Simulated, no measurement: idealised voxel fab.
Process module under the name voxel air gaps
Section cut is 290 nm wide and gridded with 5 nm square cells.
Square cells in a grid make up a cross-section in this document, and the grid is given as bands, listed from the top down, each one or more rows of cells. It is stipulated that each band's entry specify, in nanometres, the height of the top of the band and then that of its bottom, followed by the materials of the band in left-to-right sequence, each together with its width in nanometres. A single material marked by the word "throughout" is understood to fill the band from edge to edge; the word "air" is understood to denote empty space. Counting heights begins at 0, where everything beneath is, in the wafer as received, one material. The lowest band has no bottom; it goes on downwards, as "0..down" shows. The width entry "30..40" should be interpreted row by row: the top row of cells in the band takes the first number, the bottom row takes the second number, and the change between adjacent rows is uniform throughout. Where a step carries "no alteration", the cross-section came out of it unchanged, cell for cell. Empty spaces counting at least 8 cells and having no open way to the top are listed in "Fully sealed cavities". The notation width x height at distance is used for each, the distance being from the left edge and all three values in nm. The remark found on a step's line after its settings is issued by the simulator itself and pertains to that step. overlay nm: mask offset rightward from planned place, masked step; negative means leftward offset.

**So here's the lineup of process steps we planned**
step 1: RECEIVE,material Si
step 2: CONFORMAL_DEP,material SiO2,thk nm 15
step 3: CONFORMAL_DEP,material SiN,thk nm 5
step 4: DIRECTIONAL_DEP,material lowk,thk nm 35
step 5: MASKED_ETCH,tone open,mask id LINES,width nm 20,pitch nm 50,etch materials lowk,depth nm 35,overlay nm 0
step 6: CONFORMAL_DEP,material TiN,thk nm 5
step 7: FILL_DEP,material Cu,thk nm 10
step 8: CMP,height nm 55
step 9: EPI,material Ru,thk nm 10
step 10: SELECTIVE_ETCH,etch materials lowk,depth nm 45
step 11: CONFORMAL_DEP,material SiCN,thk nm 5

**Step 1 complete: cross-section of the wafer as received**
0..down: Si throughout
Fully sealed cavities: none

**Cross-section at module end, one run error; start and plan unchanged from above**
70..65: 45 air | 200 SiCN | 45 air
65..55: 45 air | 5 SiCN | 40 Ru | 10 SiCN | 40 Ru | 10 SiCN | 40 Ru | 10 SiCN | 40 Ru | 5 SiCN | 45 air
55..50: 45 air | 15 SiCN | 5 TiN | 10 Cu | 5 TiN | 30 SiCN | 5 TiN | 10 Cu | 5 TiN | 30 SiCN | 5 TiN | 10 Cu | 5 TiN | 30 SiCN | 5 TiN | 10 Cu | 5 TiN | 15 SiCN | 45 air
50..35: 55 air | 5 SiCN | 5 TiN | 10 Cu | 5 TiN | 5 SiCN | 20 air | 5 SiCN | 5 TiN | 10 Cu | 5 TiN | 5 SiCN | 20 air | 5 SiCN | 5 TiN | 10 Cu | 5 TiN | 5 SiCN | 20 air | 5 SiCN | 5 TiN | 10 Cu | 5 TiN | 5 SiCN | 55 air
35..30: 60 SiCN | 20 TiN | 30 SiCN | 20 TiN | 30 SiCN | 20 TiN | 30 SiCN | 20 TiN | 60 SiCN
30..25: SiN throughout
25..0: SiO2 throughout
0..down: Si throughout
Fully sealed cavities: 20 x 15 at 85; 20 x 15 at 135; 20 x 15 at 185
what went wrong: the process deviated at step 2: the operation and settings actually run there were CONFORMAL_DEP,material SiO2,thk nm 25
